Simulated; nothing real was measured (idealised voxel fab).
Name of the process module below: voxel self aligned contacts
The cross-section shown here is cut; it is 180 nm wide and divided into square cells measuring 5 nm on a side.
In what follows, cross-sections appear as grids of square cells, described through bands that run from the top down, where every band is one or more rows of cells.
The entry gives the band's vertical extent as a top height and a bottom height in nm, then its horizontal make-up as materials from left to right, each with a width in nm. "blank" stands for empty space; a single material marked "throughout" fills the band edge to edge.
Heights are expressed relative to 0, this being the level below which the as-received wafer comprises one material exclusively. The lowest band is unbounded in the downward direction and is denoted as in "0 down".
Width spec "30->40" -> top row of cells at first value, bottom row at second value, equal per-row change in between.
Key: "stayed the same" - step with no changed cell in the cross-section.
Reported under the label "Sealed internal voids" are the empty spaces having no open way to the top and comprising 8 cells or more; the notation for each is width x height at distance, in which the distance is measured from the left edge and all three values are in nm.
That trailing text on a step's line, after the settings, is the simulator's own remark on the step.
Regarding "overlay nm": on a step with a mask, it is the distance the mask lay to the right of its planned place; a negative value places it to the left.
The steps planned for the process are as follows
1: RECEIVE [material Si]
2: CONFORMAL_DEP [material SiO2] [thk nm 5]
3: DIRECTIONAL_DEP [material polySi] [thk nm 30]
4: DIRECTIONAL_DEP [material SiN] [thk nm 25]
5: PATTERN [tone cover] [mask id GATE] [material resist] [width nm 25] [pitch nm 65] [thk nm 15] [overlay nm 0]
6: DIRECTIONAL_ETCH [etch materials SiN] [depth nm 25]
7: DIRECTIONAL_ETCH [etch materials polySi] [depth nm 30]
8: STRIP [etch materials resist]
9: CONFORMAL_DEP [material SiN] [thk nm 5]
10: DIRECTIONAL_ETCH [etch materials SiN] [depth nm 10]
11: FILL_DEP [material SiO2] [thk nm 10]
12: CMP [height nm 65]
13: PATTERN [tone open] [mask id CONTACT] [material resist] [width nm 50] [thk nm 15] [overlay nm 0]
14: DIRECTIONAL_ETCH [etch materials SiO2] [depth nm 65]
15: STRIP [etch materials resist]
16: CONFORMAL_DEP [material TiN] [thk nm 5]
17: FILL_DEP [material W] [thk nm 10]
18: CMP [height nm 65]
19: CONFORMAL_DEP [material SiN] [thk nm 5]
The wafers are alike at the start. At step 9, their thk nm differs. The plan lists the first wafer's value.
The first of several wafers as received, shown in cross-section; this is its state after step 1
    0 down | Si throughout
    Sealed internal voids: none
So in this table every wafer gets its own row, and what you see is where it stands at the end of the module: for each material, how many cells it picked up (+) or gave up (-) since we received it, and after that its closed voids
thk nm 5, +116 SiN, +242 SiO2, +34 TiN, +52 W, +60 polySi, Sealed internal voids: none
thk nm 10, +174 SiN, +212 SiO2, +34 TiN, +24 W, +60 polySi, Sealed internal voids: none
thk nm 15, +254 SiN, +168 SiO2, +22 TiN, +60 polySi, Sealed internal voids: none
thk nm 20, +308 SiN, +136 SiO2, +60 polySi, Sealed internal voids: none
thk nm 25, +336 SiN, +108 SiO2, +60 polySi, Sealed internal voids: none
